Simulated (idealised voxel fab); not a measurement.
The name of this process module is voxel plated lines.
Xsec cut, 230 nm wide, square cell size 5 nm.
Heads up, the way a cross-section reads in here is a grid of square cells, handed over as bands from the top down, with every band being one or more rows of cells.
This entry defines a band. It first specifies the height of the band's top and the height of its bottom in nm, and then specifies the band's materials from left to right, stating each material with its width in nm. The word "all across" identifies a single material that fills the band from edge to edge, while the word "air" identifies empty space.
All heights in this document are referenced to 0, defined as the level beneath which the wafer, as received, consists entirely of one material. The lowest band is not bounded below; it extends indefinitely downward and is written in the form "0 nm and below".
Width: "30..40" (first number = top row, second number = bottom row, same change from row to row of cells).
Reading "no change occurred" for a step: not a cell of the cross-section changed in it.
Tabulated closed voids: empty space of 8 cells or more with no open way to the top, each as width x height at its distance from the left edge, in nm
Post-settings text on a step line: simulator's own remark regarding the step.
A step's line can hold "overlay nm"; with a mask on that step, the setting says how far right of the planned place the mask lay, while a negative setting says it lay to the left.

# Process steps foreseen in the plan
step 1: RECEIVE, material Si
step 2: CONFORMAL_DEP, material SiN, thk nm 15
step 3: DIRECTIONAL_DEP, material TiN, thk nm 5
step 4: PATTERN, tone open, mask id LINES, material resist, width nm 15, pitch nm 35, thk nm 20, overlay nm 0
step 5: EPI, material Ru, thk nm 5
step 6: STRIP, etch materials resist
step 7: DIRECTIONAL_ETCH, etch materials TiN, depth nm 5
step 8: CONFORMAL_DEP, material SiN, thk nm 10

# Cross-section of the incoming wafer, state after step 1
* 0 nm and below: Si all across
* Tabulated closed voids: none

# The following cross-section depicts the wafer upon conclusion of the module. Processing commenced from the starting condition illustrated above and adhered to the plan illustrated above, save for one mistake in execution
* 45 nm to 35 nm: 45 air | 140 SiN | 45 air
* 35 nm to 30 nm: 55 SiN | 15 Ru | 20 SiN | 15 Ru | 20 SiN | 15 Ru | 20 SiN | 15 Ru | 55 SiN
* 30 nm to 25 nm: 55 SiN | 15 TiN | 20 SiN | 15 TiN | 20 SiN | 15 TiN | 20 SiN | 15 TiN | 55 SiN
* 25 nm to 15 nm: TiN all across
* 15 nm to 0 nm: SiN all across
* 0 nm and below: Si all across
* Tabulated closed voids: none
Here's what went sideways: not per plan at step 3, really ran DIRECTIONAL_DEP, material TiN, thk nm 15
